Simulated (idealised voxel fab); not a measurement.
Herein follows the process module entitled voxel self aligned contacts.
195 nm wide, 5 nm square cells: that's cross-section cut.
A cross-section in this document is a grid of square cells, and it is written down as bands, the top band listed before the ones below it; a band is made up of one or more rows of cells.
Each band's line starts with the height of the band's top and of its bottom, in nm. Then come its materials from left to right, each with its width in nm. One material with "edge to edge" fills the band from edge to edge. "blank" is empty space.
Below 0: as-received wafer, all one material; heights counted from there. Lowest band: no bottom, goes on down, written "0 down".
Width spec "30..40" -> top row of cells at first value, bottom row at second value, equal per-row change in between.
Basically "nothing was modified" means that step didn't change any cell in the cross-section.
The entry "Catalogued sealed voids" lists the empty spaces that cover at least 8 cells and have no open path to the top. Each is written as width x height at distance, where the distance is measured from the left edge and all three values are in nm.
Where a step's line continues beyond its settings, the continuation is a remark by the simulator itself on that step.
The line of a step may include "overlay nm". On a step with a mask, this value is how far to the right of its planned place the mask lay. A negative value means the mask lay to the left.
How should the pairs below be read? Each gives the cross-section before one process step and the cross-section after it, the latter drawn only to the lowest band that changed; the step that lies between them, with its settings, appears under the pair. Does a pair pick up where the pair above left off? Only where its entry headed "Incoming profile" says so, since pairs can come from different runs of this module on the same starting wafer.
### Incoming profile
    0 down  Si edge to edge
    Catalogued sealed voids: none
### Section After Processing
    5 to 0  SiO2 edge to edge
    Beneath the level 0, the cross-section is identical to its previous state.
    Catalogued sealed voids: none
In between the cross-sections above, the run called for CONFORMAL_DEP, material SiO2, thk nm 5
Incoming profile: look at the pair above, its after cross-section is where this step starts.
### Section After Processing
    30 to 5  polySi edge to edge
    Beneath the level 5, the cross-section is identical to its previous state.
    Catalogued sealed voids: none
In between the cross-sections above, the run called for DIRECTIONAL_DEP, material polySi, thk nm 25
Incoming profile: look at the pair above, its after cross-section is where this step starts.
### Section After Processing
    55 to 30  SiN edge to edge
    Beneath the level 30, the cross-section is identical to its previous state.
    Catalogued sealed voids: none
In between the cross-sections above, the run called for DIRECTIONAL_DEP, material SiN, thk nm 25
Incoming profile: look at the pair above, its after cross-section is where this step starts.
### Section After Processing
    70 to 55  aC edge to edge
    Beneath the level 55, the cross-section is identical to its previous state.
    Catalogued sealed voids: none
In between the cross-sections above, the run called for DIRECTIONAL_DEP, material aC, thk nm 15
Incoming profile: look at the pair above, its after cross-section is where this step starts.
### Section After Processing
    105 to 70  50 blank | 25 resist | 40 blank | 25 resist | 55 blank
    Beneath the level 70, the cross-section is identical to its previous state.
    Catalogued sealed voids: none
In between the cross-sections above, the run called for PATTERN, tone cover, mask id GATE, material resist, width nm 25, pitch nm 65, thk nm 35, overlay nm 0
Incoming profile: look at the pair above, its after cross-section is where this step starts.
### Section After Processing
    90 to 70  50 blank | 25 resist | 40 blank | 25 resist | 55 blank
    70 to 55  50 blank | 25 aC | 40 blank | 25 aC | 55 blank
    Beneath the level 55, the cross-section is identical to its previous state.
    Catalogued sealed voids: none
In between the cross-sections above, the run called for DIRECTIONAL_ETCH, etch materials aC, depth nm 15
Incoming profile: look at the pair above, its after cross-section is where this step starts.
### Section After Processing
    70 to 55  50 blank | 25 aC | 40 blank | 25 aC | 55 blank
    Beneath the level 55, the cross-section is identical to its previous state.
    Catalogued sealed voids: none
In between the cross-sections above, the run called for STRIP, etch materials resist
Incoming profile: look at the pair above, its after cross-section is where this step starts.
### Section After Processing
    70 to 55  50 blank | 25 aC | 40 blank | 25 aC | 55 blank
    55 to 30  50 blank | 25 SiN | 40 blank | 25 SiN | 55 blank
    Beneath the level 30, the cross-section is identical to its previous state.
    Catalogued sealed voids: none
In between the cross-sections above, the run called for DIRECTIONAL_ETCH, etch materials SiN, depth nm 25
Incoming profile: look at the pair above, its after cross-section is where this step starts.
### Section After Processing
    70 to 55  50 blank | 25 aC | 40 blank | 25 aC | 55 blank
    55 to 30  50 blank | 25 SiN | 40 blank | 25 SiN | 55 blank
    30 to 5  50 blank | 25 polySi | 40 blank | 25 polySi | 55 blank
    Beneath the level 5, the cross-section is identical to its previous state.
    Catalogued sealed voids: none
In between the cross-sections above, the run called for DIRECTIONAL_ETCH, etch materials polySi, depth nm 25
Incoming profile: look at the pair above, its after cross-section is where this step starts.
### Section After Processing
    55 to 30  50 blank | 25 SiN | 40 blank | 25 SiN | 55 blank
    Beneath the level 30, the cross-section is identical to its previous state.
    Catalogued sealed voids: none
In between the cross-sections above, the run called for STRIP, etch materials aC
Incoming profile: look at the pair above, its after cross-section is where this step starts.
### Section After Processing
    65 to 30  40 blank | 45 SiN | 20 blank | 45 SiN | 45 blank
    30 to 15  40 blank | 10 SiN | 25 polySi | 10 SiN | 20 blank | 10 SiN | 25 polySi | 10 SiN | 45 blank
    15 to 5  50 SiN | 25 polySi | 40 SiN | 25 polySi | 55 SiN
    Beneath the level 5, the cross-section is identical to its previous state.
    Catalogued sealed voids: none
In between the cross-sections above, the run called for CONFORMAL_DEP, material SiN, thk nm 10
Incoming profile: look at the pair above, its after cross-section is where this step starts.
### Section After Processing
    55 to 30  40 blank | 45 SiN | 20 blank | 45 SiN | 45 blank
    30 to 5  40 blank | 10 SiN | 25 polySi | 10 SiN | 20 blank | 10 SiN | 25 polySi | 10 SiN | 45 blank
    Beneath the level 5, the cross-section is identical to its previous state.
    Catalogued sealed voids: none
In between the cross-sections above, the run called for DIRECTIONAL_ETCH, etch materials SiN, depth nm 10
Incoming profile: look at the pair above, its after cross-section is where this step starts.
### Section After Processing
    70 to 55  SiO2 edge to edge
    55 to 30  40 SiO2 | 45 SiN | 20 SiO2 | 45 SiN | 45 SiO2
    30 to 5  40 SiO2 | 10 SiN | 25 polySi | 10 SiN | 20 SiO2 | 10 SiN | 25 polySi | 10 SiN | 45 SiO2
    Beneath the level 5, the cross-section is identical to its previous state.
    Catalogued sealed voids: none
In between the cross-sections above, the run called for FILL_DEP, material SiO2, thk nm 15
Incoming profile: look at the pair above, its after cross-section is where this step starts.
### Section After Processing
    60 to 55  SiO2 edge to edge
    Beneath the level 55, the cross-section is identical to its previous state.
    Catalogued sealed voids: none
In between the cross-sections above, the run called for CMP, height nm 60
Incoming profile: look at the pair above, its after cross-section is where this step starts.
### Section After Processing
    60 to 55  70 SiO2 | 50 blank | 75 SiO2
    55 to 30  40 SiO2 | 45 SiN | 20 blank | 45 SiN | 45 SiO2
    30 to 5  40 SiO2 | 10 SiN | 25 polySi | 10 SiN | 20 blank | 10 SiN | 25 polySi | 10 SiN | 45 SiO2
    5 to 0  85 SiO2 | 20 blank | 90 SiO2
    Beneath the level 0, the cross-section is identical to its previous state.
    Catalogued sealed voids: none
In between the cross-sections above, the run called for MASKED_ETCH, tone open, mask id CONTACT, width nm 50, etch materials SiO2, depth nm 60, overlay nm 0
Incoming profile: look at the pair above, its after cross-section is where this step starts.
### Section After Processing
    65 to 60  75 TiN | 40 blank | 80 TiN
    60 to 55  70 SiO2 | 20 TiN | 10 blank | 20 TiN | 75 SiO2
    55 to 30  40 SiO2 | 45 SiN | 5 TiN | 10 blank | 5 TiN | 45 SiN | 45 SiO2
    30 to 5  40 SiO2 | 10 SiN | 25 polySi | 10 SiN | 5 TiN | 10 blank | 5 TiN | 10 SiN | 25 polySi | 10 SiN | 45 SiO2
    5 to 0  85 SiO2 | 20 TiN | 90 SiO2
    Beneath the level 0, the cross-section is identical to its previous state.
    Catalogued sealed voids: none
In between the cross-sections above, the run called for CONFORMAL_DEP, material TiN, thk nm 5
Incoming profile: look at the pair above, its after cross-section is where this step starts.
### Section After Processing
    70 to 65  Ru edge to edge
    65 to 60  75 TiN | 40 Ru | 80 TiN
    60 to 55  70 SiO2 | 20 TiN | 10 Ru | 20 TiN | 75 SiO2
    55 to 30  40 SiO2 | 45 SiN | 5 TiN | 10 Ru | 5 TiN | 45 SiN | 45 SiO2
    30 to 5  40 SiO2 | 10 SiN | 25 polySi | 10 SiN | 5 TiN | 10 Ru | 5 TiN | 10 SiN | 25 polySi | 10 SiN | 45 SiO2
    Beneath the level 5, the cross-section is identical to its previous state.
    Catalogued sealed voids: none
In between the cross-sections above, the run called for FILL_DEP, material Ru, thk nm 5
Incoming profile: look at the pair above, its after cross-section is where this step starts.
### Section After Processing
    60 to 55  70 SiO2 | 20 TiN | 10 Ru | 20 TiN | 75 SiO2
    Beneath the level 55, the cross-section is identical to its previous state.
    Catalogued sealed voids: none
In between the cross-sections above, the run called for CMP, height nm 60
Incoming profile: look at the pair above, its after cross-section is where this step starts.
### Section After Processing
    65 to 60  SiN edge to edge
    Beneath the level 60, the cross-section is identical to its previous state.
    Catalogued sealed voids: none
In between the cross-sections above, the run called for CONFORMAL_DEP, material SiN, thk nm 5
### Incoming profile
    55 to 30  50 blank | 25 SiN | 40 blank | 25 SiN | 55 blank
    30 to 5  50 blank | 25 polySi | 40 blank | 25 polySi | 55 blank
    5 to 0  SiO2 edge to edge
    0 down  Si edge to edge
    Catalogued sealed voids: none
### Section After Processing
    45 to 30  50 blank | 25 SiN | 40 blank | 25 SiN | 55 blank
    Beneath the level 30, the cross-section is identical to its previous state.
    Catalogued sealed voids: none
In between the cross-sections above, the run called for DIRECTIONAL_ETCH, etch materials SiN, depth nm 10
Incoming profile: look at the pair above, its after cross-section is where this step starts.
### Section After Processing
    60 to 45  SiO2 edge to edge
    45 to 30  50 SiO2 | 25 SiN | 40 SiO2 | 25 SiN | 55 SiO2
    30 to 5  50 SiO2 | 25 polySi | 40 SiO2 | 25 polySi | 55 SiO2
    Beneath the level 5, the cross-section is identical to its previous state.
    Catalogued sealed voids: none
In between the cross-sections above, the run called for FILL_DEP, material SiO2, thk nm 15
Incoming profile: look at the pair above, its after cross-section is where this step starts.
### Section After Processing
    60 to 45  70 SiO2 | 50 blank | 75 SiO2
    45 to 30  50 SiO2 | 25 SiN | 40 blank | 25 SiN | 55 SiO2
    30 to 5  50 SiO2 | 25 polySi | 40 blank | 25 polySi | 55 SiO2
    5 to 0  75 SiO2 | 40 blank | 80 SiO2
    Beneath the level 0, the cross-section is identical to its previous state.
    Catalogued sealed voids: none
In between the cross-sections above, the run called for MASKED_ETCH, tone open, mask id CONTACT, width nm 50, etch materials SiO2, depth nm 60, overlay nm 0
Incoming profile: look at the pair above, its after cross-section is where this step starts.
### Section After Processing
    65 to 60  75 TiN | 40 blank | 80 TiN
    60 to 50  70 SiO2 | 5 TiN | 40 blank | 5 TiN | 75 SiO2
    50 to 45  70 SiO2 | 10 TiN | 30 blank | 10 TiN | 75 SiO2
    45 to 30  50 SiO2 | 25 SiN | 5 TiN | 30 blank | 5 TiN | 25 SiN | 55 SiO2
    30 to 5  50 SiO2 | 25 polySi | 5 TiN | 30 blank | 5 TiN | 25 polySi | 55 SiO2
    5 to 0  75 SiO2 | 40 TiN | 80 SiO2
    Beneath the level 0, the cross-section is identical to its previous state.
    Catalogued sealed voids: none
In between the cross-sections above, the run called for CONFORMAL_DEP, material TiN, thk nm 5
Incoming profile: look at the pair above, its after cross-section is where this step starts.
### Section After Processing
    70 to 65  Ru edge to edge
    65 to 60  75 TiN | 40 Ru | 80 TiN
    60 to 50  70 SiO2 | 5 TiN | 40 Ru | 5 TiN | 75 SiO2
    50 to 45  70 SiO2 | 10 TiN | 30 Ru | 10 TiN | 75 SiO2
    45 to 30  50 SiO2 | 25 SiN | 5 TiN | 30 Ru | 5 TiN | 25 SiN | 55 SiO2
    30 to 5  50 SiO2 | 25 polySi | 5 TiN | 30 Ru | 5 TiN | 25 polySi | 55 SiO2
    Beneath the level 5, the cross-section is identical to its previous state.
    Catalogued sealed voids: none
In between the cross-sections above, the run called for FILL_DEP, material Ru, thk nm 5
Incoming profile: look at the pair above, its after cross-section is where this step starts.
### Section After Processing
    60 to 50  70 SiO2 | 5 TiN | 40 Ru | 5 TiN | 75 SiO2
    Beneath the level 50, the cross-section is identical to its previous state.
    Catalogued sealed voids: none
In between the cross-sections above, the run called for CMP, height nm 60
Incoming profile: look at the pair above, its after cross-section is where this step starts.
### Section After Processing
    65 to 60  SiN edge to edge
    Beneath the level 60, the cross-section is identical to its previous state.
    Catalogued sealed voids: none
In between the cross-sections above, the run called for CONFORMAL_DEP, material SiN, thk nm 5
### Incoming profile
    30 to 5  polySi edge to edge
    5 to 0  SiO2 edge to edge
    0 down  Si edge to edge
    Catalogued sealed voids: none
### Section After Processing
    55 to 5  polySi edge to edge
    Beneath the level 5, the cross-section is identical to its previous state.
    Catalogued sealed voids: none
In between the cross-sections above, the run called for DIRECTIONAL_DEP, material polySi, thk nm 25
Incoming profile: look at the pair above, its after cross-section is where this step starts.
### Section After Processing
    80 to 55  SiN edge to edge
    Beneath the level 55, the cross-section is identical to its previous state.
    Catalogued sealed voids: none
In between the cross-sections above, the run called for DIRECTIONAL_DEP, material SiN, thk nm 25
Incoming profile: look at the pair above, its after cross-section is where this step starts.
### Section After Processing
    95 to 80  aC edge to edge
    Beneath the level 80, the cross-section is identical to its previous state.
    Catalogued sealed voids: none
In between the cross-sections above, the run called for DIRECTIONAL_DEP, material aC, thk nm 15
Incoming profile: look at the pair above, its after cross-section is where this step starts.
### Section After Processing
    130 to 95  50 blank | 25 resist | 40 blank | 25 resist | 55 blank
    Beneath the level 95, the cross-section is identical to its previous state.
    Catalogued sealed voids: none
In between the cross-sections above, the run called for PATTERN, tone cover, mask id GATE, material resist, width nm 25, pitch nm 65, thk nm 35, overlay nm 0
Incoming profile: look at the pair above, its after cross-section is where this step starts.
### Section After Processing
    115 to 95  50 blank | 25 resist | 40 blank | 25 resist | 55 blank
    95 to 80  50 blank | 25 aC | 40 blank | 25 aC | 55 blank
    Beneath the level 80, the cross-section is identical to its previous state.
    Catalogued sealed voids: none
In between the cross-sections above, the run called for DIRECTIONAL_ETCH, etch materials aC, depth nm 15
Incoming profile: look at the pair above, its after cross-section is where this step starts.
### Section After Processing
    95 to 80  50 blank | 25 aC | 40 blank | 25 aC | 55 blank
    Beneath the level 80, the cross-section is identical to its previous state.
    Catalogued sealed voids: none
In between the cross-sections above, the run called for STRIP, etch materials resist
Incoming profile: look at the pair above, its after cross-section is where this step starts.
### Section After Processing
    95 to 80  50 blank | 25 aC | 40 blank | 25 aC | 55 blank
    80 to 55  50 blank | 25 SiN | 40 blank | 25 SiN | 55 blank
    Beneath the level 55, the cross-section is identical to its previous state.
    Catalogued sealed voids: none
In between the cross-sections above, the run called for DIRECTIONAL_ETCH, etch materials SiN, depth nm 25
Incoming profile: look at the pair above, its after cross-section is where this step starts.
### Section After Processing
    95 to 80  50 blank | 25 aC | 40 blank | 25 aC | 55 blank
    80 to 55  50 blank | 25 SiN | 40 blank | 25 SiN | 55 blank
    55 to 30  50 blank | 25 polySi | 40 blank | 25 polySi | 55 blank
    Beneath the level 30, the cross-section is identical to its previous state.
    Catalogued sealed voids: none
In between the cross-sections above, the run called for DIRECTIONAL_ETCH, etch materials polySi, depth nm 25
Incoming profile: look at the pair above, its after cross-section is where this step starts.
### Section After Processing
    80 to 55  50 blank | 25 SiN | 40 blank | 25 SiN | 55 blank
    Beneath the level 55, the cross-section is identical to its previous state.
    Catalogued sealed voids: none
In between the cross-sections above, the run called for STRIP, etch materials aC
Incoming profile: look at the pair above, its after cross-section is where this step starts.
### Section After Processing
    90 to 55  40 blank | 45 SiN | 20 blank | 45 SiN | 45 blank
    55 to 40  40 blank | 10 SiN | 25 polySi | 10 SiN | 20 blank | 10 SiN | 25 polySi | 10 SiN | 45 blank
    40 to 30  50 SiN | 25 polySi | 40 SiN | 25 polySi | 55 SiN
    Beneath the level 30, the cross-section is identical to its previous state.
    Catalogued sealed voids: none
In between the cross-sections above, the run called for CONFORMAL_DEP, material SiN, thk nm 10
Incoming profile: look at the pair above, its after cross-section is where this step starts.
### Section After Processing
    80 to 55  40 blank | 45 SiN | 20 blank | 45 SiN | 45 blank
    55 to 30  40 blank | 10 SiN | 25 polySi | 10 SiN | 20 blank | 10 SiN | 25 polySi | 10 SiN | 45 blank
    Beneath the level 30, the cross-section is identical to its previous state.
    Catalogued sealed voids: none
In between the cross-sections above, the run called for DIRECTIONAL_ETCH, etch materials SiN, depth nm 10
Incoming profile: look at the pair above, its after cross-section is where this step starts.
### Section After Processing
    95 to 80  SiO2 edge to edge
    80 to 55  40 SiO2 | 45 SiN | 20 SiO2 | 45 SiN | 45 SiO2
    55 to 30  40 SiO2 | 10 SiN | 25 polySi | 10 SiN | 20 SiO2 | 10 SiN | 25 polySi | 10 SiN | 45 SiO2
    Beneath the level 30, the cross-section is identical to its previous state.
    Catalogued sealed voids: none
In between the cross-sections above, the run called for FILL_DEP, material SiO2, thk nm 15
Incoming profile: look at the pair above, its after cross-section is where this step starts.
### Section After Processing
    60 to 55  40 SiO2 | 45 SiN | 20 SiO2 | 45 SiN | 45 SiO2
    Beneath the level 55, the cross-section is identical to its previous state.
    Catalogued sealed voids: none
In between the cross-sections above, the run called for CMP, height nm 60
Incoming profile: look at the pair above, its after cross-section is where this step starts.
### Section After Processing
    60 to 55  40 SiO2 | 45 SiN | 20 blank | 45 SiN | 45 SiO2
    55 to 30  40 SiO2 | 10 SiN | 25 polySi | 10 SiN | 20 blank | 10 SiN | 25 polySi | 10 SiN | 45 SiO2
    Beneath the level 30, the cross-section is identical to its previous state.
    Catalogued sealed voids: none
In between the cross-sections above, the run called for MASKED_ETCH, tone open, mask id CONTACT, width nm 50, etch materials SiO2, depth nm 60, overlay nm 0
Incoming profile: look at the pair above, its after cross-section is where this step starts.
### Section After Processing
    65 to 60  90 TiN | 10 blank | 95 TiN
    60 to 55  40 SiO2 | 45 SiN | 5 TiN | 10 blank | 5 TiN | 45 SiN | 45 SiO2
    55 to 35  40 SiO2 | 10 SiN | 25 polySi | 10 SiN | 5 TiN | 10 blank | 5 TiN | 10 SiN | 25 polySi | 10 SiN | 45 SiO2
    35 to 30  40 SiO2 | 10 SiN | 25 polySi | 10 SiN | 20 TiN | 10 SiN | 25 polySi | 10 SiN | 45 SiO2
    Beneath the level 30, the cross-section is identical to its previous state.
    Catalogued sealed voids: none
In between the cross-sections above, the run called for CONFORMAL_DEP, material TiN, thk nm 5
Incoming profile: look at the pair above, its after cross-section is where this step starts.
### Section After Processing
    70 to 65  Ru edge to edge
    65 to 60  90 TiN | 10 Ru | 95 TiN
    60 to 55  40 SiO2 | 45 SiN | 5 TiN | 10 Ru | 5 TiN | 45 SiN | 45 SiO2
    55 to 35  40 SiO2 | 10 SiN | 25 polySi | 10 SiN | 5 TiN | 10 Ru | 5 TiN | 10 SiN | 25 polySi | 10 SiN | 45 SiO2
    Beneath the level 35, the cross-section is identical to its previous state.
    Catalogued sealed voids: none
In between the cross-sections above, the run called for FILL_DEP, material Ru, thk nm 5
Incoming profile: look at the pair above, its after cross-section is where this step starts.
### Section After Processing
    60 to 55  40 SiO2 | 45 SiN | 5 TiN | 10 Ru | 5 TiN | 45 SiN | 45 SiO2
    Beneath the level 55, the cross-section is identical to its previous state.
    Catalogued sealed voids: none
In between the cross-sections above, the run called for CMP, height nm 60
Incoming profile: look at the pair above, its after cross-section is where this step starts.
### Section After Processing
    65 to 60  SiN edge to edge
    Beneath the level 60, the cross-section is identical to its previous state.
    Catalogued sealed voids: none
In between the cross-sections above, the run called for CONFORMAL_DEP, material SiN, thk nm 5
### Incoming profile
    5 to 0  SiO2 edge to edge
    0 down  Si edge to edge
    Catalogued sealed voids: none
### Section After Processing
    30 to 5  SiN edge to edge
    Beneath the level 5, the cross-section is identical to its previous state.
    Catalogued sealed voids: none
In between the cross-sections above, the run called for DIRECTIONAL_DEP, material SiN, thk nm 25
Incoming profile: look at the pair above, its after cross-section is where this step starts.
### Section After Processing
    55 to 30  polySi edge to edge
    Beneath the level 30, the cross-section is identical to its previous state.
    Catalogued sealed voids: none
In between the cross-sections above, the run called for DIRECTIONAL_DEP, material polySi, thk nm 25
Incoming profile: look at the pair above, its after cross-section is where this step starts.
### Section After Processing
    70 to 55  aC edge to edge
    Beneath the level 55, the cross-section is identical to its previous state.
    Catalogued sealed voids: none
In between the cross-sections above, the run called for DIRECTIONAL_DEP, material aC, thk nm 15
Incoming profile: look at the pair above, its after cross-section is where this step starts.
### Section After Processing
    105 to 70  50 blank | 25 resist | 40 blank | 25 resist | 55 blank
    Beneath the level 70, the cross-section is identical to its previous state.
    Catalogued sealed voids: none
In between the cross-sections above, the run called for PATTERN, tone cover, mask id GATE, material resist, width nm 25, pitch nm 65, thk nm 35, overlay nm 0
Incoming profile: look at the pair above, its after cross-section is where this step starts.
### Section After Processing
    90 to 70  50 blank | 25 resist | 40 blank | 25 resist | 55 blank
    70 to 55  50 blank | 25 aC | 40 blank | 25 aC | 55 blank
    Beneath the level 55, the cross-section is identical to its previous state.
    Catalogued sealed voids: none
In between the cross-sections above, the run called for DIRECTIONAL_ETCH, etch materials aC, depth nm 15
Incoming profile: look at the pair above, its after cross-section is where this step starts.
### Section After Processing
    70 to 55  50 blank | 25 aC | 40 blank | 25 aC | 55 blank
    Beneath the level 55, the cross-section is identical to its previous state.
    Catalogued sealed voids: none
In between the cross-sections above, the run called for STRIP, etch materials resist
Incoming profile: look at the pair above, its after cross-section is where this step starts.
### Section After Processing
    70 to 55  50 blank | 25 aC | 40 blank | 25 aC | 55 blank
    55 to 30  50 blank | 25 polySi | 40 blank | 25 polySi | 55 blank
    Beneath the level 30, the cross-section is identical to its previous state.
    Catalogued sealed voids: none
In between the cross-sections above, the run called for DIRECTIONAL_ETCH, etch materials polySi, depth nm 25
Incoming profile: look at the pair above, its after cross-section is where this step starts.
### Section After Processing
    55 to 30  50 blank | 25 polySi | 40 blank | 25 polySi | 55 blank
    Beneath the level 30, the cross-section is identical to its previous state.
    Catalogued sealed voids: none
In between the cross-sections above, the run called for STRIP, etch materials aC
Incoming profile: look at the pair above, its after cross-section is where this step starts.
### Section After Processing
    65 to 55  40 blank | 45 SiN | 20 blank | 45 SiN | 45 blank
    55 to 40  40 blank | 10 SiN | 25 polySi | 10 SiN | 20 blank | 10 SiN | 25 polySi | 10 SiN | 45 blank
    40 to 30  50 SiN | 25 polySi | 40 SiN | 25 polySi | 55 SiN
    Beneath the level 30, the cross-section is identical to its previous state.
    Catalogued sealed voids: none
In between the cross-sections above, the run called for CONFORMAL_DEP, material SiN, thk nm 10
Incoming profile: look at the pair above, its after cross-section is where this step starts.
### Section After Processing
    55 to 30  40 blank | 10 SiN | 25 polySi | 10 SiN | 20 blank | 10 SiN | 25 polySi | 10 SiN | 45 blank
    Beneath the level 30, the cross-section is identical to its previous state.
    Catalogued sealed voids: none
In between the cross-sections above, the run called for DIRECTIONAL_ETCH, etch materials SiN, depth nm 10
Incoming profile: look at the pair above, its after cross-section is where this step starts.
### Section After Processing
    70 to 55  SiO2 edge to edge
    55 to 30  40 SiO2 | 10 SiN | 25 polySi | 10 SiN | 20 SiO2 | 10 SiN | 25 polySi | 10 SiN | 45 SiO2
    Beneath the level 30, the cross-section is identical to its previous state.
    Catalogued sealed voids: none
In between the cross-sections above, the run called for FILL_DEP, material SiO2, thk nm 15
Incoming profile: look at the pair above, its after cross-section is where this step starts.
### Section After Processing
    60 to 55  SiO2 edge to edge
    Beneath the level 55, the cross-section is identical to its previous state.
    Catalogued sealed voids: none
In between the cross-sections above, the run called for CMP, height nm 60
Incoming profile: look at the pair above, its after cross-section is where this step starts.
### Section After Processing
    60 to 55  70 SiO2 | 50 blank | 75 SiO2
    55 to 30  40 SiO2 | 10 SiN | 25 polySi | 10 SiN | 20 blank | 10 SiN | 25 polySi | 10 SiN | 45 SiO2
    Beneath the level 30, the cross-section is identical to its previous state.
    Catalogued sealed voids: none
In between the cross-sections above, the run called for MASKED_ETCH, tone open, mask id CONTACT, width nm 50, etch materials SiO2, depth nm 60, overlay nm 0
Incoming profile: look at the pair above, its after cross-section is where this step starts.
### Section After Processing
    65 to 60  75 TiN | 40 blank | 80 TiN
    60 to 55  70 SiO2 | 20 TiN | 10 blank | 20 TiN | 75 SiO2
    55 to 35  40 SiO2 | 10 SiN | 25 polySi | 10 SiN | 5 TiN | 10 blank | 5 TiN | 10 SiN | 25 polySi | 10 SiN | 45 SiO2
    35 to 30  40 SiO2 | 10 SiN | 25 polySi | 10 SiN | 20 TiN | 10 SiN | 25 polySi | 10 SiN | 45 SiO2
    Beneath the level 30, the cross-section is identical to its previous state.
    Catalogued sealed voids: none
In between the cross-sections above, the run called for CONFORMAL_DEP, material TiN, thk nm 5
Incoming profile: look at the pair above, its after cross-section is where this step starts.
### Section After Processing
    70 to 65  Ru edge to edge
    65 to 60  75 TiN | 40 Ru | 80 TiN
    60 to 55  70 SiO2 | 20 TiN | 10 Ru | 20 TiN | 75 SiO2
    55 to 35  40 SiO2 | 10 SiN | 25 polySi | 10 SiN | 5 TiN | 10 Ru | 5 TiN | 10 SiN | 25 polySi | 10 SiN | 45 SiO2
    Beneath the level 35, the cross-section is identical to its previous state.
    Catalogued sealed voids: none
In between the cross-sections above, the run called for FILL_DEP, material Ru, thk nm 5
Incoming profile: look at the pair above, its after cross-section is where this step starts.
### Section After Processing
    60 to 55  70 SiO2 | 20 TiN | 10 Ru | 20 TiN | 75 SiO2
    Beneath the level 55, the cross-section is identical to its previous state.
    Catalogued sealed voids: none
In between the cross-sections above, the run called for CMP, height nm 60
Incoming profile: look at the pair above, its after cross-section is where this step starts.
### Section After Processing
    65 to 60  SiN edge to edge
    Beneath the level 60, the cross-section is identical to its previous state.
    Catalogued sealed voids: none
In between the cross-sections above, the run called for CONFORMAL_DEP, material SiN, thk nm 5
### Incoming profile
    70 to 55  50 blank | 25 aC | 40 blank | 25 aC | 55 blank
    55 to 30  50 blank | 25 SiN | 40 blank | 25 SiN | 55 blank
    30 to 5  polySi edge to edge
    5 to 0  SiO2 edge to edge
    0 down  Si edge to edge
    Catalogued sealed voids: none
### Section After Processing
    70 to 55  50 blank | 25 aC | 40 blank | 25 aC | 55 blank
    55 to 30  50 blank | 25 SiN | 40 blank | 25 SiN | 55 blank
    30 to 10  50 blank | 25 polySi | 40 blank | 25 polySi | 55 blank
    Beneath the level 10, the cross-section is identical to its previous state.
    Catalogued sealed voids: none
In between the cross-sections above, the run called for DIRECTIONAL_ETCH, etch materials polySi, depth nm 20
Incoming profile: look at the pair above, its after cross-section is where this step starts.
### Section After Processing
    55 to 30  50 blank | 25 SiN | 40 blank | 25 SiN | 55 blank
    Beneath the level 30, the cross-section is identical to its previous state.
    Catalogued sealed voids: none
In between the cross-sections above, the run called for STRIP, etch materials aC
Incoming profile: look at the pair above, its after cross-section is where this step starts.
### Section After Processing
    65 to 30  40 blank | 45 SiN | 20 blank | 45 SiN | 45 blank
    30 to 20  40 blank | 10 SiN | 25 polySi | 10 SiN | 20 blank | 10 SiN | 25 polySi | 10 SiN | 45 blank
    20 to 10  50 SiN | 25 polySi | 40 SiN | 25 polySi | 55 SiN
    Beneath the level 10, the cross-section is identical to its previous state.
    Catalogued sealed voids: none
In between the cross-sections above, the run called for CONFORMAL_DEP, material SiN, thk nm 10
Incoming profile: look at the pair above, its after cross-section is where this step starts.
### Section After Processing
    55 to 30  40 blank | 45 SiN | 20 blank | 45 SiN | 45 blank
    30 to 10  40 blank | 10 SiN | 25 polySi | 10 SiN | 20 blank | 10 SiN | 25 polySi | 10 SiN | 45 blank
    Beneath the level 10, the cross-section is identical to its previous state.
    Catalogued sealed voids: none
In between the cross-sections above, the run called for DIRECTIONAL_ETCH, etch materials SiN, depth nm 10
Incoming profile: look at the pair above, its after cross-section is where this step starts.
### Section After Processing
    70 to 55  SiO2 edge to edge
    55 to 30  40 SiO2 | 45 SiN | 20 SiO2 | 45 SiN | 45 SiO2
    30 to 10  40 SiO2 | 10 SiN | 25 polySi | 10 SiN | 20 SiO2 | 10 SiN | 25 polySi | 10 SiN | 45 SiO2
    Beneath the level 10, the cross-section is identical to its previous state.
    Catalogued sealed voids: none
In between the cross-sections above, the run called for FILL_DEP, material SiO2, thk nm 15
Incoming profile: look at the pair above, its after cross-section is where this step starts.
### Section After Processing
    60 to 55  SiO2 edge to edge
    Beneath the level 55, the cross-section is identical to its previous state.
    Catalogued sealed voids: none
In between the cross-sections above, the run called for CMP, height nm 60
Incoming profile: look at the pair above, its after cross-section is where this step starts.
### Section After Processing
    60 to 55  70 SiO2 | 50 blank | 75 SiO2
    55 to 30  40 SiO2 | 45 SiN | 20 blank | 45 SiN | 45 SiO2
    30 to 10  40 SiO2 | 10 SiN | 25 polySi | 10 SiN | 20 blank | 10 SiN | 25 polySi | 10 SiN | 45 SiO2
    Beneath the level 10, the cross-section is identical to its previous state.
    Catalogued sealed voids: none
In between the cross-sections above, the run called for MASKED_ETCH, tone open, mask id CONTACT, width nm 50, etch materials SiO2, depth nm 60, overlay nm 0
Incoming profile: look at the pair above, its after cross-section is where this step starts.
### Section After Processing
    65 to 60  75 TiN | 40 blank | 80 TiN
    60 to 55  70 SiO2 | 20 TiN | 10 blank | 20 TiN | 75 SiO2
    55 to 30  40 SiO2 | 45 SiN | 5 TiN | 10 blank | 5 TiN | 45 SiN | 45 SiO2
    30 to 15  40 SiO2 | 10 SiN | 25 polySi | 10 SiN | 5 TiN | 10 blank | 5 TiN | 10 SiN | 25 polySi | 10 SiN | 45 SiO2
    15 to 10  40 SiO2 | 10 SiN | 25 polySi | 10 SiN | 20 TiN | 10 SiN | 25 polySi | 10 SiN | 45 SiO2
    Beneath the level 10, the cross-section is identical to its previous state.
    Catalogued sealed voids: none
In between the cross-sections above, the run called for CONFORMAL_DEP, material TiN, thk nm 5
Incoming profile: look at the pair above, its after cross-section is where this step starts.
### Section After Processing
    70 to 65  Ru edge to edge
    65 to 60  75 TiN | 40 Ru | 80 TiN
    60 to 55  70 SiO2 | 20 TiN | 10 Ru | 20 TiN | 75 SiO2
    55 to 30  40 SiO2 | 45 SiN | 5 TiN | 10 Ru | 5 TiN | 45 SiN | 45 SiO2
    30 to 15  40 SiO2 | 10 SiN | 25 polySi | 10 SiN | 5 TiN | 10 Ru | 5 TiN | 10 SiN | 25 polySi | 10 SiN | 45 SiO2
    Beneath the level 15, the cross-section is identical to its previous state.
    Catalogued sealed voids: none
In between the cross-sections above, the run called for FILL_DEP, material Ru, thk nm 5
Incoming profile: look at the pair above, its after cross-section is where this step starts.
### Section After Processing
    60 to 55  70 SiO2 | 20 TiN | 10 Ru | 20 TiN | 75 SiO2
    Beneath the level 55, the cross-section is identical to its previous state.
    Catalogued sealed voids: none
In between the cross-sections above, the run called for CMP, height nm 60
